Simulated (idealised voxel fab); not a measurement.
process module | voxel self aligned vias
cross-section cut | 205 nm wide | cells 5 nm
A cross-section is a grid of square cells, given in bands from the top down. A band is one or more rows of cells.
Each band's line starts with the height of the band's top and of its bottom, in nm. Then come its materials from left to right, each with its width in nm. One material with "throughout" fills the band from edge to edge. "air" is empty space.
Height 0 is the level under which the wafer as received is all one material. The lowest band goes on downwards, as in "0 down".
A width such as "30 to 40" changes by the same amount from each row of cells to the next, from the band's top row to its bottom row.
"no change" after a step means that no cell of the cross-section changed.
closed voids: empty space of 8 cells or more with no open way to the top, each as width x height at its distance from the left edge, in nm
after a step's settings: what the simulator itself notes on the step
overlay nm, on a step with a mask: how far to the right of its planned place the mask lay; to the left if negative
plan
1 op RECEIVE | material Si
2 op CONFORMAL_DEP | material SiO2 | thk nm 10
3 op CONFORMAL_DEP | material SiCN | thk nm 5
4 op DIRECTIONAL_DEP | material lowk | thk nm 30
5 op MASKED_ETCH | tone open | mask id LINES | width nm 20 | pitch nm 50 | etch materials lowk | depth nm 30 | overlay nm 0
6 op CONFORMAL_DEP | material TiN | thk nm 5
7 op FILL_DEP | material W | thk nm 10
8 op CMP | height nm 45
9 op SELECTIVE_ETCH | etch materials W Ru TiN | depth nm 5
10 op FILL_DEP | material SiN | thk nm 10
11 op CMP | height nm 45
12 op DIRECTIONAL_DEP | material lowk | thk nm 20
13 op MASKED_ETCH | tone open | mask id VIAS | width nm 30 | pitch nm 50 | etch materials lowk | depth nm 20 | overlay nm 0
14 op MASKED_ETCH | tone open | mask id VIAS | width nm 30 | pitch nm 50 | etch materials SiN | depth nm 5 | overlay nm 0
15 op CONFORMAL_DEP | material TiN | thk nm 5
16 op FILL_DEP | material Cu | thk nm 10
17 op CMP | height nm 65
18 op CONFORMAL_DEP | material SiN | thk nm 5
first wafer, as planned
as received, after step 1
  0 down: Si throughout
  closed voids: none
after step 2
  10 to 0: SiO2 throughout
  below 0: unchanged
after step 3
  15 to 10: SiCN throughout
  below 10: unchanged
after step 4
  45 to 15: lowk throughout
  below 15: unchanged
after step 5
  45 to 15: lowk 65 | air 20 | lowk 30 | air 20 | lowk 70
  below 15: unchanged
after step 6
  50 to 45: TiN 70 | air 10 | TiN 40 | air 10 | TiN 75
  45 to 20: lowk 65 | TiN 5 | air 10 | TiN 5 | lowk 30 | TiN 5 | air 10 | TiN 5 | lowk 70
  20 to 15: lowk 65 | TiN 20 | lowk 30 | TiN 20 | lowk 70
  below 15: unchanged
after step 7
  60 to 50: W throughout
  50 to 45: TiN 70 | W 10 | TiN 40 | W 10 | TiN 75
  45 to 20: lowk 65 | TiN 5 | W 10 | TiN 5 | lowk 30 | TiN 5 | W 10 | TiN 5 | lowk 70
  below 20: unchanged
after step 8
  45 to 20: lowk 65 | TiN 5 | W 10 | TiN 5 | lowk 30 | TiN 5 | W 10 | TiN 5 | lowk 70
  below 20: unchanged
after step 9
  45 to 40: lowk 65 | air 20 | lowk 30 | air 20 | lowk 70
  below 40: unchanged
after step 10
  55 to 45: SiN throughout
  45 to 40: lowk 65 | SiN 20 | lowk 30 | SiN 20 | lowk 70
  below 40: unchanged
after step 11
  45 to 40: lowk 65 | SiN 20 | lowk 30 | SiN 20 | lowk 70
  below 40: unchanged
after step 12
  65 to 45: lowk throughout
  below 45: unchanged
after step 13
  65 to 45: lowk 60 | air 30 | lowk 20 | air 30 | lowk 65
  below 45: unchanged
after step 14
  65 to 45: lowk 60 | air 30 | lowk 20 | air 30 | lowk 65
  45 to 40: lowk 65 | air 20 | lowk 30 | air 20 | lowk 70
  below 40: unchanged
after step 15
  70 to 65: TiN 65 | air 20 | TiN 30 | air 20 | TiN 70
  65 to 50: lowk 60 | TiN 5 | air 20 | TiN 5 | lowk 20 | TiN 5 | air 20 | TiN 5 | lowk 65
  50 to 45: lowk 60 | TiN 10 | air 10 | TiN 10 | lowk 20 | TiN 10 | air 10 | TiN 10 | lowk 65
  45 to 40: lowk 65 | TiN 20 | lowk 30 | TiN 20 | lowk 70
  below 40: unchanged
after step 16
  80 to 70: Cu throughout
  70 to 65: TiN 65 | Cu 20 | TiN 30 | Cu 20 | TiN 70
  65 to 50: lowk 60 | TiN 5 | Cu 20 | TiN 5 | lowk 20 | TiN 5 | Cu 20 | TiN 5 | lowk 65
  50 to 45: lowk 60 | TiN 10 | Cu 10 | TiN 10 | lowk 20 | TiN 10 | Cu 10 | TiN 10 | lowk 65
  below 45: unchanged
after step 17
  65 to 50: lowk 60 | TiN 5 | Cu 20 | TiN 5 | lowk 20 | TiN 5 | Cu 20 | TiN 5 | lowk 65
  below 50: unchanged
after step 18
  70 to 65: SiN throughout
  below 65: unchanged
second wafer: like start, like plan, one mistake. Through step 2 it matches the first wafer
when step 3 should have ended: no change
when step 4 should have ended
  40 to 10: lowk throughout
  below 10: unchanged
when step 5 should have ended
  40 to 10: lowk 65 | air 20 | lowk 30 | air 20 | lowk 70
  below 10: unchanged
when step 6 should have ended
  45 to 40: TiN 70 | air 10 | TiN 40 | air 10 | TiN 75
  40 to 15: lowk 65 | TiN 5 | air 10 | TiN 5 | lowk 30 | TiN 5 | air 10 | TiN 5 | lowk 70
  15 to 10: lowk 65 | TiN 20 | lowk 30 | TiN 20 | lowk 70
  below 10: unchanged
when step 7 should have ended
  55 to 45: W throughout
  45 to 40: TiN 70 | W 10 | TiN 40 | W 10 | TiN 75
  40 to 15: lowk 65 | TiN 5 | W 10 | TiN 5 | lowk 30 | TiN 5 | W 10 | TiN 5 | lowk 70
  below 15: unchanged
when step 8 should have ended
  45 to 40: TiN 70 | W 10 | TiN 40 | W 10 | TiN 75
  below 40: unchanged
when step 9 should have ended
  40 to 15: lowk 65 | TiN 5 | W 10 | TiN 5 | lowk 30 | TiN 5 | W 10 | TiN 5 | lowk 70
  below 15: unchanged
when step 10 should have ended
  50 to 40: SiN throughout
  below 40: unchanged
when step 11 should have ended
  45 to 40: SiN throughout
  below 40: unchanged
when step 12 should have ended
  65 to 45: lowk throughout
  below 45: unchanged
when step 13 should have ended
  65 to 45: lowk 60 | air 30 | lowk 20 | air 30 | lowk 65
  below 45: unchanged
when step 14 should have ended
  65 to 45: lowk 60 | air 30 | lowk 20 | air 30 | lowk 65
  45 to 40: SiN 60 | air 30 | SiN 20 | air 30 | SiN 65
  below 40: unchanged
when step 15 should have ended
  70 to 65: TiN 65 | air 20 | TiN 30 | air 20 | TiN 70
  65 to 45: lowk 60 | TiN 5 | air 20 | TiN 5 | lowk 20 | TiN 5 | air 20 | TiN 5 | lowk 65
  45 to 40: SiN 60 | TiN 30 | SiN 20 | TiN 30 | SiN 65
  below 40: unchanged
when step 16 should have ended
  80 to 70: Cu throughout
  70 to 65: TiN 65 | Cu 20 | TiN 30 | Cu 20 | TiN 70
  65 to 45: lowk 60 | TiN 5 | Cu 20 | TiN 5 | lowk 20 | TiN 5 | Cu 20 | TiN 5 | lowk 65
  below 45: unchanged
when step 17 should have ended
  65 to 45: lowk 60 | TiN 5 | Cu 20 | TiN 5 | lowk 20 | TiN 5 | Cu 20 | TiN 5 | lowk 65
  below 45: unchanged
when step 18 should have ended
  70 to 65: SiN throughout
  below 65: unchanged
what went wrong: step 3 was left out
at the end the second wafer has, in cells: 4 more of Cu | 41 fewer of SiCN | 29 more of SiN | 4 more of TiN | 4 more of W
